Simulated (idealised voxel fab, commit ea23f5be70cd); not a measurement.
This is a process module. Its name is voxel self aligned contacts.
Section shown: cut. Width: 195 nm. Cell size: 5 nm, square.
A cross-section is written here as square cells arranged in a grid, and it is given in bands from the top down, each band taking up one or more rows of cells.
First you get the band's top height and its bottom height, in nm, and then the materials it's made of, left to right, with each width in nm. If you see a single material with "everywhere", that one covers the band edge to edge. "blank" is empty space.
Below 0: as-received wafer, all one material; heights counted from there. Lowest band: no bottom, goes on down, written "0 and below".
Think of "30->40" as a width that walks from the first number to the second as you go down the band, top row to bottom row, taking equal-sized steps from row to row.
You'll sometimes find "no change" written for a step, and that's the way of saying that nowhere in the cross-section did a cell change during that step.
Closed empty spaces (no open way to the top) of 8 cells or more are what "Unvented internal voids" lists, each as width x height at distance from the left edge, nm for all three.
Formally, on a step line, whatever follows the settings is a remark that the simulator itself makes on the step.
You can add "overlay nm" to a step's line. For a step with a mask, it describes how far the mask lay to the right of its planned position, and a negative number describes a lay to the left.

# Listed below are the process steps as planned
| 1 | RECEIVE (material Si) |
| 2 | CONFORMAL_DEP (material SiO2; thk nm 5) |
| 3 | DIRECTIONAL_DEP (material polySi; thk nm 30) |
| 4 | DIRECTIONAL_DEP (material SiN; thk nm 15) |
| 5 | PATTERN (tone cover; mask id GATE; material resist; width nm 30; pitch nm 65; thk nm 15; overlay nm 0) |
| 6 | DIRECTIONAL_ETCH (etch materials SiN; depth nm 15) |
| 7 | DIRECTIONAL_ETCH (etch materials polySi; depth nm 30) |
| 8 | STRIP (etch materials resist) |
| 9 | CONFORMAL_DEP (material SiN; thk nm 5) |
| 10 | DIRECTIONAL_ETCH (etch materials SiN; depth nm 5) |
| 11 | FILL_DEP (material SiO2; thk nm 15) |
| 12 | CMP (height nm 60) |
| 13 | MASKED_ETCH (tone open; mask id CONTACT; width nm 45; pitch nm 65; etch materials SiO2; depth nm 60; overlay nm 0) |
| 14 | CONFORMAL_DEP (material TiN; thk nm 5) |
| 15 | FILL_DEP (material Ru; thk nm 5) |
| 16 | CMP (height nm 60) |
| 17 | CONFORMAL_DEP (material SiCN; thk nm 5) |

# So this is the incoming wafer in cross-section - it's already been through step 1
    0 and below  Si everywhere
    Unvented internal voids: none

# The first of the two wafers as seen in cross-section once the module was finished; processing followed the plan
    65 down to 60  SiCN everywhere
    60 down to 50  40 of SiO2 | 5->15 of TiN | 35->15 of Ru | 5->15 of TiN | 20 of SiO2 | 5->15 of TiN | 35->15 of Ru | 5->15 of TiN | 45 of SiO2
    50 down to 35  10 of SiO2 | 40 of SiN | 5 of TiN | 15 of Ru | 5 of TiN | 40 of SiN | 5 of TiN | 15 of Ru | 5 of TiN | 40 of SiN | 15 of SiO2
    35 down to 5  10 of SiO2 | 5 of SiN | 30 of polySi | 5 of SiN | 5 of TiN | 15 of Ru | 5 of TiN | 5 of SiN | 30 of polySi | 5 of SiN | 5 of TiN | 15 of Ru | 5 of TiN | 5 of SiN | 30 of polySi | 5 of SiN | 15 of SiO2
    5 down to 0  50 of SiO2 | 25 of TiN | 40 of SiO2 | 25 of TiN | 55 of SiO2
    0 and below  Si everywhere
    Unvented internal voids: none

# Cross-sectional image of the second wafer of the two following completion of the module. Starting state and process plan were the same as for the first wafer; one execution error occurred
    65 down to 60  SiCN everywhere
    60 down to 50  40 of SiO2 | 5->15 of TiN | 35->15 of Ru | 5->15 of TiN | 20 of SiO2 | 5->15 of TiN | 35->15 of Ru | 5->15 of TiN | 45 of SiO2
    50 down to 35  10 of SiO2 | 40 of SiN | 5 of TiN | 15 of Ru | 5 of TiN | 40 of SiN | 5 of TiN | 15 of Ru | 5 of TiN | 40 of SiN | 15 of SiO2
    35 down to 15  10 of SiO2 | 5 of SiN | 30 of polySi | 5 of SiN | 5 of TiN | 15 of Ru | 5 of TiN | 5 of SiN | 30 of polySi | 5 of SiN | 5 of TiN | 15 of Ru | 5 of TiN | 5 of SiN | 30 of polySi | 5 of SiN | 15 of SiO2
    15 down to 10  10 of SiO2 | 5 of SiN | 30 of polySi | 5 of SiN | 25 of TiN | 5 of SiN | 30 of polySi | 5 of SiN | 25 of TiN | 5 of SiN | 30 of polySi | 5 of SiN | 15 of SiO2
    10 down to 5  15 of SiN | 30 of polySi | 35 of SiN | 30 of polySi | 35 of SiN | 30 of polySi | 20 of SiN
    5 down to 0  SiO2 everywhere
    0 and below  Si everywhere
    Unvented internal voids: none
The plan and the run diverged here: so 9 and 10 got swapped relative to the plan, each ran where the other was supposed to
At the finish, the second wafer shows more or fewer cells for some materials than the first does: Ru: 12 fewer; SiN: 15 more; SiO2: 5 more; TiN: 8 fewer
